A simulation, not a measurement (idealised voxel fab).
You're looking at the process module voxel gate over fins.
Xsec cut, 290 nm wide, square cell size 5 nm.
A cross-section in this document is a grid of square cells, and it is written down as bands, the top band listed before the ones below it; a band is made up of one or more rows of cells. What a band's entry tells you: where the top is and where the bottom is, as heights in nm, and after that what lies inside, material by material from left to right, each with its width in nm. Empty space is written as the word "empty", and a single material marked with the word "everywhere" occupies the band from edge to edge. It should be noted that heights are counted from 0, beneath which the wafer as supplied is of one material throughout, and that the lowest band possesses no lower boundary but continues downward, as written in "0 down". The expression "30 to 40" gives the width at the extremes of the band, the first number at its top row of cells and the second at its bottom row, with the width changing by equal amounts from each row to the next in between. Step note "nothing altered" = no cross-section cell changed. The entry titled "Entrapped voids" provides the empty spaces that have no open way to the top, restricted to those of 8 cells or more. Each is presented as width x height at distance, the distance being measured from the left edge, with all three in nm. Heads up: the bit after the settings on a step's line is the simulator's remark on that step. On any step carrying a mask, the "overlay nm" setting, if present on the step's line, tells how far right of its planned place the mask lay; negative values point to the left.
Here's what the planned process steps look like:
1 RECEIVE, material Si
2 CONFORMAL_DEP, material SiN, thk nm 10
3 DIRECTIONAL_DEP, material aC, thk nm 10
4 PATTERN, tone cover, mask id FINS, material resist, width nm 15, pitch nm 45, thk nm 30, overlay nm 0
5 DIRECTIONAL_ETCH, etch materials aC, depth nm 10
6 STRIP, etch materials resist
7 DIRECTIONAL_ETCH, etch materials SiN, depth nm 10
8 DIRECTIONAL_ETCH, etch materials Si, depth nm 40
9 STRIP, etch materials aC
10 OXIDIZE, depth nm 5
11 FILL_DEP, material SiO2, thk nm 5
12 CMP, height nm 10
13 SELECTIVE_ETCH, etch materials SiO2, depth nm 25
14 STRIP, etch materials SiN
15 CONFORMAL_DEP, material HfO2, thk nm 5
16 CONFORMAL_DEP, material TiN, thk nm 5
17 CONFORMAL_DEP, material TiAl, thk nm 5
18 CONFORMAL_DEP, material TiN, thk nm 5
19 FILL_DEP, material W, thk nm 10
20 CMP, height nm 25
21 CONFORMAL_DEP, material SiN, thk nm 5
Cross-section of the wafer as it came to us, i.e., already through step 1:
    0 down = Si everywhere
    Entrapped voids: none
Same starting wafer, same plan as above, one mistake in the execution; this is the cross-section at the end of the module:
    30 to 25 = SiN everywhere
    25 to 20 = W everywhere
    20 to 15 = W 75 nm, then TiN 135 nm, then W 80 nm
    15 to 10 = W 75 nm, then TiN 5 nm, then TiAl 35 nm, then TiN 10 nm, then TiAl 35 nm, then TiN 10 nm, then TiAl 35 nm, then TiN 5 nm, then W 80 nm
    10 to 5 = W 75 nm, then TiN 5 nm, then TiAl 5 nm, then HfO2 25 nm, then TiAl 5 nm, then TiN 10 nm, then TiAl 5 nm, then HfO2 25 nm, then TiAl 5 nm, then TiN 10 nm, then TiAl 5 nm, then HfO2 25 nm, then TiAl 5 nm, then TiN 5 nm, then W 80 nm
    5 to 0 = TiN 80 nm, then TiAl 5 nm, then HfO2 5 nm, then TiN 15 nm, then HfO2 5 nm, then TiAl 5 nm, then TiN 10 nm, then TiAl 5 nm, then HfO2 5 nm, then TiN 15 nm, then HfO2 5 nm, then TiAl 5 nm, then TiN 10 nm, then TiAl 5 nm, then HfO2 5 nm, then TiN 15 nm, then HfO2 5 nm, then TiAl 5 nm, then TiN 85 nm
    0 to -5 = TiAl 85 nm, then HfO2 5 nm, then TiN 5 nm, then Si 5 nm, then TiN 5 nm, then HfO2 5 nm, then TiAl 20 nm, then HfO2 5 nm, then TiN 5 nm, then Si 5 nm, then TiN 5 nm, then HfO2 5 nm, then TiAl 20 nm, then HfO2 5 nm, then TiN 5 nm, then Si 5 nm, then TiN 5 nm, then HfO2 5 nm, then TiAl 90 nm
    -5 to -10 = HfO2 90 nm, then TiN 5 nm, then Si 5 nm, then TiN 5 nm, then HfO2 30 nm, then TiN 5 nm, then Si 5 nm, then TiN 5 nm, then HfO2 30 nm, then TiN 5 nm, then Si 5 nm, then TiN 5 nm, then HfO2 95 nm
    -10 to -15 = TiN 95 nm, then Si 5 nm, then TiN 40 nm, then Si 5 nm, then TiN 40 nm, then Si 5 nm, then TiN 100 nm
    -15 to -45 = SiO2 95 nm, then Si 5 nm, then SiO2 40 nm, then Si 5 nm, then SiO2 40 nm, then Si 5 nm, then SiO2 100 nm
    -45 down = Si everywhere
    Entrapped voids: none
what went wrong: the processing plan was not followed for steps 15 and 16, which were run with their positions exchanged
